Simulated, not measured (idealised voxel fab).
The process module presented herein is designated voxel wiring stack.
Section shown: cut. Width: 180 nm. Cell size: 5 nm, square.
A cross-section is written here as square cells arranged in a grid, and it is given in bands from the top down, each band taking up one or more rows of cells.
It is stipulated that each band's entry specify, in nanometres, the height of the top of the band and then that of its bottom, followed by the materials of the band in left-to-right sequence, each together with its width in nanometres. A single material marked by the word "all across" is understood to fill the band from edge to edge; the word "air" is understood to denote empty space.
Where do heights start? At 0: under that level the wafer as delivered is made of one material only. And the lowest band has no floor; it just carries on downward, as in "0 down".
Width "30->40": first value at the band's top row of cells, second value at its bottom row, equal change from row to row.
Where a step carries "no change", the cross-section came out of it unchanged, cell for cell.
This entry, "Entrapped voids", enumerates those empty regions of no fewer than 8 cells that possess no open connection to the top. Each region is reported in the form width x height at distance, the distance being taken from the left edge, with all three quantities expressed in nm.
That trailing text on a step's line, after the settings, is the simulator's own remark on the step.
overlay nm: how far to the right of its planned place the mask lay on this masked step (negative: to the left).
PLANNED PROCESS STEPS
1. RECEIVE,material Si
2. CONFORMAL_DEP,material SiO2,thk nm 15
3. DIRECTIONAL_DEP,material TiN,thk nm 5
4. DIRECTIONAL_DEP,material W,thk nm 20
5. DIRECTIONAL_DEP,material aC,thk nm 10
6. PATTERN,tone cover,mask id METAL_1,material resist,width nm 30,pitch nm 60,thk nm 25,overlay nm 0
7. DIRECTIONAL_ETCH,etch materials aC,depth nm 10
8. STRIP,etch materials resist
9. DIRECTIONAL_ETCH,etch materials W,depth nm 20
10. DIRECTIONAL_ETCH,etch materials TiN,depth nm 5
11. STRIP,etch materials aC
12. FILL_DEP,material lowk,thk nm 5
13. CMP,height nm 40
14. CONFORMAL_DEP,material SiCN,thk nm 5
15. DIRECTIONAL_DEP,material SiO2,thk nm 20
16. DIRECTIONAL_DEP,material aC,thk nm 15
17. PATTERN,tone open,mask id PLUG_1,material resist,width nm 15,pitch nm 60,thk nm 35,overlay nm 0
18. DIRECTIONAL_ETCH,etch materials aC,depth nm 15
19. STRIP,etch materials resist
20. DIRECTIONAL_ETCH,etch materials SiO2,depth nm 20
21. DIRECTIONAL_ETCH,etch materials SiCN,depth nm 5
22. STRIP,etch materials aC
23. EPI,material Ru,thk nm 10
24. EPI,material Ru,thk nm 10
25. EPI,material Ru,thk nm 5
26. DIRECTIONAL_DEP,material TiN,thk nm 5
27. DIRECTIONAL_DEP,material Ru,thk nm 15
28. MASKED_ETCH,tone cover,mask id METAL_2,width nm 30,pitch nm 60,etch materials Ru,depth nm 15,overlay nm 0
29. MASKED_ETCH,tone cover,mask id METAL_2,width nm 30,pitch nm 60,etch materials TiN,depth nm 5,overlay nm 0
30. CONFORMAL_DEP,material SiCN,thk nm 5
31. FILL_DEP,material lowk,thk nm 5
32. CMP,height nm 85
33. CONFORMAL_DEP,material SiCN,thk nm 5
FIRST OF THE TWO WAFERS, RUN PER PLAN
CROSS-SECTION, INCOMING MATERIAL, AFTER STEP 1
0 down  Si all across
Entrapped voids: none
CROSS-SECTION THROUGH THE WAFER, STEP 2 FINISHED
15 to 0  SiO2 all across
All layers under 0 are left as they were.
CROSS-SECTION THROUGH THE WAFER, STEP 3 FINISHED
20 to 15  TiN all across
All layers under 15 are left as they were.
CROSS-SECTION THROUGH THE WAFER, STEP 4 FINISHED
40 to 20  W all across
All layers under 20 are left as they were.
CROSS-SECTION THROUGH THE WAFER, STEP 5 FINISHED
50 to 40  aC all across
All layers under 40 are left as they were.
CROSS-SECTION THROUGH THE WAFER, STEP 6 FINISHED
75 to 50  air (15) / resist (30) / air (30) / resist (30) / air (30) / resist (30) / air (15)
All layers under 50 are left as they were.
CROSS-SECTION THROUGH THE WAFER, STEP 7 FINISHED
65 to 50  air (15) / resist (30) / air (30) / resist (30) / air (30) / resist (30) / air (15)
50 to 40  air (15) / aC (30) / air (30) / aC (30) / air (30) / aC (30) / air (15)
All layers under 40 are left as they were.
CROSS-SECTION THROUGH THE WAFER, STEP 8 FINISHED
50 to 40  air (15) / aC (30) / air (30) / aC (30) / air (30) / aC (30) / air (15)
All layers under 40 are left as they were.
CROSS-SECTION THROUGH THE WAFER, STEP 9 FINISHED
50 to 40  air (15) / aC (30) / air (30) / aC (30) / air (30) / aC (30) / air (15)
40 to 20  air (15) / W (30) / air (30) / W (30) / air (30) / W (30) / air (15)
All layers under 20 are left as they were.
CROSS-SECTION THROUGH THE WAFER, STEP 10 FINISHED
50 to 40  air (15) / aC (30) / air (30) / aC (30) / air (30) / aC (30) / air (15)
40 to 20  air (15) / W (30) / air (30) / W (30) / air (30) / W (30) / air (15)
20 to 15  air (15) / TiN (30) / air (30) / TiN (30) / air (30) / TiN (30) / air (15)
All layers under 15 are left as they were.
CROSS-SECTION THROUGH THE WAFER, STEP 11 FINISHED
40 to 20  air (15) / W (30) / air (30) / W (30) / air (30) / W (30) / air (15)
All layers under 20 are left as they were.
CROSS-SECTION THROUGH THE WAFER, STEP 12 FINISHED
45 to 40  lowk all across
40 to 20  lowk (15) / W (30) / lowk (30) / W (30) / lowk (30) / W (30) / lowk (15)
20 to 15  lowk (15) / TiN (30) / lowk (30) / TiN (30) / lowk (30) / TiN (30) / lowk (15)
All layers under 15 are left as they were.
CROSS-SECTION THROUGH THE WAFER, STEP 13 FINISHED
40 to 20  lowk (15) / W (30) / lowk (30) / W (30) / lowk (30) / W (30) / lowk (15)
All layers under 20 are left as they were.
CROSS-SECTION THROUGH THE WAFER, STEP 14 FINISHED
45 to 40  SiCN all across
All layers under 40 are left as they were.
CROSS-SECTION THROUGH THE WAFER, STEP 15 FINISHED
65 to 45  SiO2 all across
All layers under 45 are left as they were.
CROSS-SECTION THROUGH THE WAFER, STEP 16 FINISHED
80 to 65  aC all across
All layers under 65 are left as they were.
CROSS-SECTION THROUGH THE WAFER, STEP 17 FINISHED
115 to 80  resist (15) / air (15) / resist (45) / air (15) / resist (45) / air (15) / resist (30)
All layers under 80 are left as they were.
CROSS-SECTION THROUGH THE WAFER, STEP 18 FINISHED
100 to 80  resist (15) / air (15) / resist (45) / air (15) / resist (45) / air (15) / resist (30)
80 to 65  aC (15) / air (15) / aC (45) / air (15) / aC (45) / air (15) / aC (30)
All layers under 65 are left as they were.
CROSS-SECTION THROUGH THE WAFER, STEP 19 FINISHED
80 to 65  aC (15) / air (15) / aC (45) / air (15) / aC (45) / air (15) / aC (30)
All layers under 65 are left as they were.
CROSS-SECTION THROUGH THE WAFER, STEP 20 FINISHED
80 to 65  aC (15) / air (15) / aC (45) / air (15) / aC (45) / air (15) / aC (30)
65 to 45  SiO2 (15) / air (15) / SiO2 (45) / air (15) / SiO2 (45) / air (15) / SiO2 (30)
All layers under 45 are left as they were.
CROSS-SECTION THROUGH THE WAFER, STEP 21 FINISHED
80 to 65  aC (15) / air (15) / aC (45) / air (15) / aC (45) / air (15) / aC (30)
65 to 45  SiO2 (15) / air (15) / SiO2 (45) / air (15) / SiO2 (45) / air (15) / SiO2 (30)
45 to 40  SiCN (15) / air (15) / SiCN (45) / air (15) / SiCN (45) / air (15) / SiCN (30)
All layers under 40 are left as they were.
CROSS-SECTION THROUGH THE WAFER, STEP 22 FINISHED
65 to 45  SiO2 (15) / air (15) / SiO2 (45) / air (15) / SiO2 (45) / air (15) / SiO2 (30)
All layers under 45 are left as they were.
CROSS-SECTION THROUGH THE WAFER, STEP 23 FINISHED
65 to 50  SiO2 (15) / air (15) / SiO2 (45) / air (15) / SiO2 (45) / air (15) / SiO2 (30)
50 to 45  SiO2 (15) / Ru (15) / SiO2 (45) / Ru (15) / SiO2 (45) / Ru (15) / SiO2 (30)
45 to 40  SiCN (15) / Ru (15) / SiCN (45) / Ru (15) / SiCN (45) / Ru (15) / SiCN (30)
All layers under 40 are left as they were.
CROSS-SECTION THROUGH THE WAFER, STEP 24 FINISHED
65 to 60  SiO2 (15) / air (15) / SiO2 (45) / air (15) / SiO2 (45) / air (15) / SiO2 (30)
60 to 45  SiO2 (15) / Ru (15) / SiO2 (45) / Ru (15) / SiO2 (45) / Ru (15) / SiO2 (30)
All layers under 45 are left as they were.
CROSS-SECTION THROUGH THE WAFER, STEP 25 FINISHED
65 to 45  SiO2 (15) / Ru (15) / SiO2 (45) / Ru (15) / SiO2 (45) / Ru (15) / SiO2 (30)
All layers under 45 are left as they were.
CROSS-SECTION THROUGH THE WAFER, STEP 26 FINISHED
70 to 65  TiN all across
All layers under 65 are left as they were.
CROSS-SECTION THROUGH THE WAFER, STEP 27 FINISHED
85 to 70  Ru all across
All layers under 70 are left as they were.
CROSS-SECTION THROUGH THE WAFER, STEP 28 FINISHED
85 to 70  air (15) / Ru (30) / air (30) / Ru (30) / air (30) / Ru (30) / air (15)
All layers under 70 are left as they were.
CROSS-SECTION THROUGH THE WAFER, STEP 29 FINISHED
85 to 70  air (15) / Ru (30) / air (30) / Ru (30) / air (30) / Ru (30) / air (15)
70 to 65  air (15) / TiN (30) / air (30) / TiN (30) / air (30) / TiN (30) / air (15)
All layers under 65 are left as they were.
CROSS-SECTION THROUGH THE WAFER, STEP 30 FINISHED
90 to 85  air (10) / SiCN (40) / air (20) / SiCN (40) / air (20) / SiCN (40) / air (10)
85 to 70  air (10) / SiCN (5) / Ru (30) / SiCN (5) / air (20) / SiCN (5) / Ru (30) / SiCN (5) / air (20) / SiCN (5) / Ru (30) / SiCN (5) / air (10)
70 to 65  SiCN (15) / TiN (30) / SiCN (30) / TiN (30) / SiCN (30) / TiN (30) / SiCN (15)
All layers under 65 are left as they were.
CROSS-SECTION THROUGH THE WAFER, STEP 31 FINISHED
95 to 90  lowk all across
90 to 85  lowk (10) / SiCN (40) / lowk (20) / SiCN (40) / lowk (20) / SiCN (40) / lowk (10)
85 to 70  lowk (10) / SiCN (5) / Ru (30) / SiCN (5) / lowk (20) / SiCN (5) / Ru (30) / SiCN (5) / lowk (20) / SiCN (5) / Ru (30) / SiCN (5) / lowk (10)
All layers under 70 are left as they were.
CROSS-SECTION THROUGH THE WAFER, STEP 32 FINISHED
85 to 70  lowk (10) / SiCN (5) / Ru (30) / SiCN (5) / lowk (20) / SiCN (5) / Ru (30) / SiCN (5) / lowk (20) / SiCN (5) / Ru (30) / SiCN (5) / lowk (10)
All layers under 70 are left as they were.
CROSS-SECTION THROUGH THE WAFER, STEP 33 FINISHED
90 to 85  SiCN all across
All layers under 85 are left as they were.
HERE THE SECOND WAFER IS DESCRIBED. ITS START AND ITS PLAN WERE THOSE OF THE FIRST WAFER. ITS RUN CONTAINED ONE MISTAKE. UP TO AND INCLUDING STEP 13, IT DID EXACTLY WHAT THE FIRST WAFER DID
SECOND WAFER, CUT VIEW, END OF STEP 14 PER PLAN
60 to 40  SiO2 all across
All layers under 40 are left as they were.
SECOND WAFER, CUT VIEW, END OF STEP 15 PER PLAN
65 to 60  SiCN all across
All layers under 60 are left as they were.
SECOND WAFER, CUT VIEW, END OF STEP 16 PER PLAN
80 to 65  aC all across
All layers under 65 are left as they were.
SECOND WAFER, CUT VIEW, END OF STEP 17 PER PLAN
115 to 80  resist (15) / air (15) / resist (45) / air (15) / resist (45) / air (15) / resist (30)
All layers under 80 are left as they were.
SECOND WAFER, CUT VIEW, END OF STEP 18 PER PLAN
100 to 80  resist (15) / air (15) / resist (45) / air (15) / resist (45) / air (15) / resist (30)
80 to 65  aC (15) / air (15) / aC (45) / air (15) / aC (45) / air (15) / aC (30)
All layers under 65 are left as they were.
SECOND WAFER, CUT VIEW, END OF STEP 19 PER PLAN
80 to 65  aC (15) / air (15) / aC (45) / air (15) / aC (45) / air (15) / aC (30)
All layers under 65 are left as they were.
Second wafer, cut view, end of step 20 per plan: no change
SECOND WAFER, CUT VIEW, END OF STEP 21 PER PLAN
80 to 65  aC (15) / air (15) / aC (45) / air (15) / aC (45) / air (15) / aC (30)
65 to 60  SiCN (15) / air (15) / SiCN (45) / air (15) / SiCN (45) / air (15) / SiCN (30)
All layers under 60 are left as they were.
SECOND WAFER, CUT VIEW, END OF STEP 22 PER PLAN
65 to 60  SiCN (15) / air (15) / SiCN (45) / air (15) / SiCN (45) / air (15) / SiCN (30)
All layers under 60 are left as they were.
Second wafer, cut view, end of step 23 per plan: no change
Second wafer, cut view, end of step 24 per plan: no change
Second wafer, cut view, end of step 25 per plan: no change
SECOND WAFER, CUT VIEW, END OF STEP 26 PER PLAN
70 to 65  TiN (15) / air (15) / TiN (45) / air (15) / TiN (45) / air (15) / TiN (30)
65 to 60  SiCN (15) / TiN (15) / SiCN (45) / TiN (15) / SiCN (45) / TiN (15) / SiCN (30)
All layers under 60 are left as they were.
SECOND WAFER, CUT VIEW, END OF STEP 27 PER PLAN
85 to 80  Ru (15) / air (15) / Ru (45) / air (15) / Ru (45) / air (15) / Ru (30)
80 to 70  Ru all across
70 to 65  TiN (15) / Ru (15) / TiN (45) / Ru (15) / TiN (45) / Ru (15) / TiN (30)
All layers under 65 are left as they were.
SECOND WAFER, CUT VIEW, END OF STEP 28 PER PLAN
85 to 80  air (30) / Ru (15) / air (45) / Ru (15) / air (45) / Ru (15) / air (15)
80 to 70  air (15) / Ru (30) / air (30) / Ru (30) / air (30) / Ru (30) / air (15)
All layers under 70 are left as they were.
SECOND WAFER, CUT VIEW, END OF STEP 29 PER PLAN
85 to 80  air (30) / Ru (15) / air (45) / Ru (15) / air (45) / Ru (15) / air (15)
80 to 70  air (15) / Ru (30) / air (30) / Ru (30) / air (30) / Ru (30) / air (15)
70 to 65  air (15) / Ru (15) / TiN (15) / air (30) / Ru (15) / TiN (15) / air (30) / Ru (15) / TiN (15) / air (15)
All layers under 65 are left as they were.
SECOND WAFER, CUT VIEW, END OF STEP 30 PER PLAN
90 to 85  air (25) / SiCN (25) / air (35) / SiCN (25) / air (35) / SiCN (25) / air (10)
85 to 80  air (10) / SiCN (20) / Ru (15) / SiCN (5) / air (20) / SiCN (20) / Ru (15) / SiCN (5) / air (20) / SiCN (20) / Ru (15) / SiCN (5) / air (10)
80 to 70  air (10) / SiCN (5) / Ru (30) / SiCN (5) / air (20) / SiCN (5) / Ru (30) / SiCN (5) / air (20) / SiCN (5) / Ru (30) / SiCN (5) / air (10)
70 to 65  SiCN (15) / Ru (15) / TiN (15) / SiCN (30) / Ru (15) / TiN (15) / SiCN (30) / Ru (15) / TiN (15) / SiCN (15)
All layers under 65 are left as they were.
SECOND WAFER, CUT VIEW, END OF STEP 31 PER PLAN
95 to 90  lowk all across
90 to 85  lowk (25) / SiCN (25) / lowk (35) / SiCN (25) / lowk (35) / SiCN (25) / lowk (10)
85 to 80  lowk (10) / SiCN (20) / Ru (15) / SiCN (5) / lowk (20) / SiCN (20) / Ru (15) / SiCN (5) / lowk (20) / SiCN (20) / Ru (15) / SiCN (5) / lowk (10)
80 to 70  lowk (10) / SiCN (5) / Ru (30) / SiCN (5) / lowk (20) / SiCN (5) / Ru (30) / SiCN (5) / lowk (20) / SiCN (5) / Ru (30) / SiCN (5) / lowk (10)
All layers under 70 are left as they were.
SECOND WAFER, CUT VIEW, END OF STEP 32 PER PLAN
85 to 80  lowk (10) / SiCN (20) / Ru (15) / SiCN (5) / lowk (20) / SiCN (20) / Ru (15) / SiCN (5) / lowk (20) / SiCN (20) / Ru (15) / SiCN (5) / lowk (10)
All layers under 80 are left as they were.
SECOND WAFER, CUT VIEW, END OF STEP 33 PER PLAN
90 to 85  SiCN all across
All layers under 85 are left as they were.
Deviation from plan: plan vs actual: 14 and 15 interchanged
Heads up, by the end the second wafer has more or fewer cells of some materials compared to the first: 45 fewer of Ru; 9 more of SiCN; 36 more of SiO2
